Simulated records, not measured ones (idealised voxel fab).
Module name: voxel gate over fins (process module)
Xsec cut, 210 nm wide, square cell size 5 nm.
A cross-section in this document is a grid of square cells, and it is written down as bands, the top band listed before the ones below it; a band is made up of one or more rows of cells. Top height, bottom height, nm. Materials left to right, width each, nm. Single material + "full width" = fills band edge to edge. "air" = empty. Heights are expressed relative to 0, this being the level below which the as-received wafer comprises one material exclusively. The lowest band is unbounded in the downward direction and is denoted as in "0 nm and below". Width: "30..40" (first number = top row, second number = bottom row, same change from row to row of cells). Given "no modification" for a step, no cell of the cross-section differs between before and after that step. Voids not open to the top, 8 cells minimum: see "Sealed voids". Written width x height at distance; distance is from the left edge; nm. What comes after the settings on a step's line is commentary from the simulator itself on that step. Steps that use a mask can have "overlay nm" on their line. It says how far the mask sat to the right of where it was meant to be. Negative means to the left.

Below is the list of planned process steps:
- 1: RECEIVE (material Si)
- 2: CONFORMAL_DEP (material SiN; thk nm 5)
- 3: DIRECTIONAL_DEP (material aC; thk nm 10)
- 4: PATTERN (tone cover; mask id FINS; material resist; width nm 15; pitch nm 40; thk nm 30; overlay nm 0)
- 5: DIRECTIONAL_ETCH (etch materials aC; depth nm 10)
- 6: STRIP (etch materials resist)
- 7: DIRECTIONAL_ETCH (etch materials SiN; depth nm 5)
- 8: DIRECTIONAL_ETCH (etch materials Si; depth nm 40)
- 9: STRIP (etch materials aC)
- 10: OXIDIZE (depth nm 5)
- 11: FILL_DEP (material SiO2; thk nm 10)
- 12: CMP (height nm 5)
- 13: SELECTIVE_ETCH (etch materials SiO2; depth nm 20)
- 14: STRIP (etch materials SiN)
- 15: CONFORMAL_DEP (material HfO2; thk nm 5)
- 16: CONFORMAL_DEP (material TiN; thk nm 5)
- 17: CONFORMAL_DEP (material TiAl; thk nm 5)
- 18: CONFORMAL_DEP (material TiN; thk nm 5)
- 19: FILL_DEP (material W; thk nm 10)
- 20: CMP (height nm 25)
- 21: CONFORMAL_DEP (material SiN; thk nm 10)

Here's what the wafer looked like in cross-section when it arrived - that's after step 1:
0 nm and below  Si full width
Sealed voids: none

Starting structure and process plan are as shown above, but one mistake was made in running the module; the wafer cross-section at the end of the module follows:
35 nm to 25 nm  SiN full width
25 nm to 20 nm  W full width
20 nm to 15 nm  TiN full width
15 nm to 10 nm  TiAl full width
10 nm to 5 nm  TiN (80); TiAl (5); TiN (35); TiAl (5); TiN (85)
5 nm to 0 nm  HfO2 (75); TiN (5); TiAl (5); TiN (5); HfO2 (25); TiN (5); TiAl (5); TiN (5); HfO2 (80)
0 nm to -5 nm  Si (70); HfO2 (5); TiN (5); TiAl (5); TiN (5); HfO2 (5); Si (15); HfO2 (5); TiN (5); TiAl (5); TiN (5); HfO2 (5); Si (75)
-5 nm to -10 nm  Si (70); HfO2 (5); TiN (15); HfO2 (5); Si (15); HfO2 (5); TiN (15); HfO2 (5); Si (75)
-10 nm to -15 nm  Si (70); HfO2 (25); Si (15); HfO2 (25); Si (75)
-15 nm to -45 nm  Si (70); SiO2 (25); Si (15); SiO2 (25); Si (75)
-45 nm and below  Si full width
Sealed voids: none
What was the processing mistake? the process deviated at step 4: the operation and settings actually run there were PATTERN (tone open; mask id FINS; material resist; width nm 15; pitch nm 40; thk nm 30; overlay nm 0)
